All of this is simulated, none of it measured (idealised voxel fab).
The process module presented herein is designated voxel released beams.
Section cut is 185 nm wide and gridded with 5 nm square cells.
Throughout this document, each cross-section is represented as a grid of square cells and is presented as a sequence of bands enumerated from the top downward, where a band comprises one or more rows of cells. What a band's entry tells you: where the top is and where the bottom is, as heights in nm, and after that what lies inside, material by material from left to right, each with its width in nm. Empty space is written as the word "empty", and a single material marked with the word "everywhere" occupies the band from edge to edge. The reference from which all heights are counted is 0, the level beneath which the as-received wafer is entirely one material; the lowest band, having no lower bound, proceeds downward and is written after the example "top 0, no bottom". A width given as "30->40" starts at the first number in the band's top row and ends at the second number in its bottom row, shifting by an equal amount at every step from row to row. Where a step carries "nothing was modified", the cross-section came out of it unchanged, cell for cell. Empty spaces without an open route to the top, at least 8 cells in extent, make up the entry "Unvented voids"; each is given as width x height at distance, where the distance is measured from the left edge, and all are in nm. Whatever follows a step's settings on its line is a remark the simulator itself makes about that step. A step's line can hold "overlay nm"; with a mask on that step, the setting says how far right of the planned place the mask lay, while a negative setting says it lay to the left.

The process steps that were planned are listed below:
- 1: RECEIVE | material Si
- 2: CONFORMAL_DEP | material Al2O3 | thk nm 10
- 3: DIRECTIONAL_DEP | material SiO2 | thk nm 20
- 4: DIRECTIONAL_DEP | material aC | thk nm 10
- 5: PATTERN | tone open | mask id ANCHOR | material resist | width nm 45 | thk nm 30 | overlay nm 0
- 6: DIRECTIONAL_ETCH | etch materials aC | depth nm 10
- 7: STRIP | etch materials resist
- 8: DIRECTIONAL_ETCH | etch materials SiO2 | depth nm 20
- 9: STRIP | etch materials aC
- 10: CONFORMAL_DEP | material polySi | thk nm 15
- 11: MASKED_ETCH | tone cover | mask id BEAM | width nm 110 | etch materials polySi | depth nm 15 | overlay nm 0
- 12: STRIP | etch materials SiO2

The following pertains to the first of two wafers, which was processed as planned:

Cross-section of the wafer upon arrival, representing the state reached after step 1:
* top 0, no bottom: Si everywhere
* Unvented voids: none

Cross-section: wafer state after step 2:
* top 10, bottom 0: Al2O3 everywhere
* At heights below 0, the structure remains unaltered.

Cross-section: wafer state after step 3:
* top 30, bottom 10: SiO2 everywhere
* At heights below 10, the structure remains unaltered.

Cross-section: wafer state after step 4:
* top 40, bottom 30: aC everywhere
* At heights below 30, the structure remains unaltered.

Cross-section: wafer state after step 5:
* top 70, bottom 40: 40 resist | 45 empty | 100 resist
* At heights below 40, the structure remains unaltered.

Cross-section: wafer state after step 6:
* top 60, bottom 40: 40 resist | 45 empty | 100 resist
* top 40, bottom 30: 40 aC | 45 empty | 100 aC
* At heights below 30, the structure remains unaltered.

Cross-section: wafer state after step 7:
* top 40, bottom 30: 40 aC | 45 empty | 100 aC
* At heights below 30, the structure remains unaltered.

Cross-section: wafer state after step 8:
* top 40, bottom 30: 40 aC | 45 empty | 100 aC
* top 30, bottom 10: 40 SiO2 | 45 empty | 100 SiO2
* At heights below 10, the structure remains unaltered.

Cross-section: wafer state after step 9:
* top 30, bottom 10: 40 SiO2 | 45 empty | 100 SiO2
* At heights below 10, the structure remains unaltered.

Cross-section: wafer state after step 10:
* top 45, bottom 30: 55 polySi | 15 empty | 115 polySi
* top 30, bottom 25: 40 SiO2 | 15 polySi | 15 empty | 15 polySi | 100 SiO2
* top 25, bottom 10: 40 SiO2 | 45 polySi | 100 SiO2
* At heights below 10, the structure remains unaltered.

Cross-section: wafer state after step 11:
* top 45, bottom 30: 35 empty | 20 polySi | 15 empty | 75 polySi | 40 empty
* At heights below 30, the structure remains unaltered.

Cross-section: wafer state after step 12:
* top 45, bottom 30: 35 empty | 20 polySi | 15 empty | 75 polySi | 40 empty
* top 30, bottom 25: 40 empty | 15 polySi | 15 empty | 15 polySi | 100 empty
* top 25, bottom 10: 40 empty | 45 polySi | 100 empty
* At heights below 10, the structure remains unaltered.

The second wafer began exactly as the first did and followed the same plan, but one mistake was made while running it; through step 9 inclusive, the two wafers are identical:

Cross-section of the second wafer at the time step 10 of the plan should have ended:
* top 45, bottom 30: 55 Al2O3 | 15 empty | 115 Al2O3
* top 30, bottom 25: 40 SiO2 | 15 Al2O3 | 15 empty | 15 Al2O3 | 100 SiO2
* top 25, bottom 10: 40 SiO2 | 45 Al2O3 | 100 SiO2
* At heights below 10, the structure remains unaltered.

Cross-section of the second wafer at the time step 11 of the plan should have ended: nothing was modified

Cross-section of the second wafer at the time step 12 of the plan should have ended: nothing was modified
Diagnosis: step 10 was processed under conditions differing from the plan, specifically as CONFORMAL_DEP | material Al2O3 | thk nm 15
Upon completion, the second wafer contains, in terms of cells, a greater or smaller amount of certain materials than the first wafer: 135 more of Al2O3; 112 more of SiO2; 90 fewer of polySi
